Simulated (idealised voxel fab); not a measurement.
process module | voxel released beams
It is cross-section cut that appears here, measuring 215 nm in width, its square cells being 5 nm in size.
The cross-sections in this document take the form of a grid made of square cells. They are written out as bands, in order from top to bottom. Each band consists of one or more rows of cells.
Heads up on the band format: heights come first, top then bottom, in nm. After that it's the materials left to right, each with its width in nm. A single material flagged "throughout" fills the whole band edge to edge, and "air" means there's empty space there.
Note: height 0 marks the level under which the wafer is uniformly one material as received. Lowest band unbounded below, written "0 nm and below".
So if you see something like "30..40" for the width, read it as the top row of the band sitting at the first number and the bottom row at the second, with every row in between moving by the same amount as the last.
Where the words "same as before" appear for a step, the cross-section shows no cell changed by that step; every cell remained as before.
Each empty space that has no open way to the top and spans at least 8 cells appears under "Enclosed void entries" as width x height at distance, the distance counted from the left edge, all in nm.
Heads up: the bit after the settings on a step's line is the simulator's remark on that step.
You can add "overlay nm" to a step's line. For a step with a mask, it describes how far the mask lay to the right of its planned position, and a negative number describes a lay to the left.

PLAN
1,RECEIVE with material Si
2,CONFORMAL_DEP with material SiN, thk nm 10
3,DIRECTIONAL_DEP with material SiO2, thk nm 15
4,PATTERN with tone open, mask id ANCHOR, material resist, width nm 45, thk nm 15, overlay nm 0
5,DIRECTIONAL_ETCH with etch materials SiO2, depth nm 15
6,STRIP with etch materials resist
7,CONFORMAL_DEP with material W, thk nm 15
8,MASKED_ETCH with tone cover, mask id BEAM, width nm 90, etch materials W, depth nm 15, overlay nm 0
9,STRIP with etch materials SiO2

FIRST WAFER OUT OF TWO, PROCESSED AS PLANNED

CROSS-SECTION OF THE INCOMING WAFER, STATE AFTER STEP 1
0 nm and below: Si throughout
Enclosed void entries: none

SO THIS IS THE WAFER CROSS-SECTION RIGHT AFTER STEP 2
10 nm to 0 nm: SiN throughout
Beneath the level 0, the cross-section is identical to its previous state.

SO THIS IS THE WAFER CROSS-SECTION RIGHT AFTER STEP 3
25 nm to 10 nm: SiO2 throughout
Beneath the level 10, the cross-section is identical to its previous state.

SO THIS IS THE WAFER CROSS-SECTION RIGHT AFTER STEP 4
40 nm to 25 nm: resist 65 nm  air 45 nm  resist 105 nm
Beneath the level 25, the cross-section is identical to its previous state.

SO THIS IS THE WAFER CROSS-SECTION RIGHT AFTER STEP 5
40 nm to 25 nm: resist 65 nm  air 45 nm  resist 105 nm
25 nm to 10 nm: SiO2 65 nm  air 45 nm  SiO2 105 nm
Beneath the level 10, the cross-section is identical to its previous state.

SO THIS IS THE WAFER CROSS-SECTION RIGHT AFTER STEP 6
25 nm to 10 nm: SiO2 65 nm  air 45 nm  SiO2 105 nm
Beneath the level 10, the cross-section is identical to its previous state.

SO THIS IS THE WAFER CROSS-SECTION RIGHT AFTER STEP 7
40 nm to 25 nm: W 80 nm  air 15 nm  W 120 nm
25 nm to 10 nm: SiO2 65 nm  W 45 nm  SiO2 105 nm
Beneath the level 10, the cross-section is identical to its previous state.

SO THIS IS THE WAFER CROSS-SECTION RIGHT AFTER STEP 8
40 nm to 25 nm: air 60 nm  W 20 nm  air 15 nm  W 55 nm  air 65 nm
Beneath the level 25, the cross-section is identical to its previous state.

SO THIS IS THE WAFER CROSS-SECTION RIGHT AFTER STEP 9
40 nm to 25 nm: air 60 nm  W 20 nm  air 15 nm  W 55 nm  air 65 nm
25 nm to 10 nm: air 65 nm  W 45 nm  air 105 nm
Beneath the level 10, the cross-section is identical to its previous state.

THE SECOND WAFER BEGAN EXACTLY AS THE FIRST DID AND FOLLOWED THE SAME PLAN, BUT ONE MISTAKE WAS MADE WHILE RUNNING IT; THROUGH STEP 7 INCLUSIVE, THE TWO WAFERS ARE IDENTICAL

CROSS-SECTION OF THE SECOND WAFER AT THE TIME BY WHICH STEP 8 SHOULD HAVE BEEN COMPLETED ACCORDING TO THE PLAN
40 nm to 25 nm: W 60 nm  air 90 nm  W 65 nm
25 nm to 10 nm: SiO2 65 nm  W 15 nm  air 15 nm  W 15 nm  SiO2 105 nm
Beneath the level 10, the cross-section is identical to its previous state.

CROSS-SECTION OF THE SECOND WAFER AT THE TIME BY WHICH STEP 9 SHOULD HAVE BEEN COMPLETED ACCORDING TO THE PLAN
25 nm to 10 nm: air 65 nm  W 15 nm  air 15 nm  W 15 nm  air 105 nm
Beneath the level 10, the cross-section is identical to its previous state.
In executing the process, a mistake was made relative to the plan: heads up, step 8 didn't go per plan, it actually ran as MASKED_ETCH with tone open, mask id BEAM, width nm 90, etch materials W, depth nm 15, overlay nm 0
Bottom line after processing is that, in cells, the second wafer is up or down on some materials versus the first: W: 54 fewer
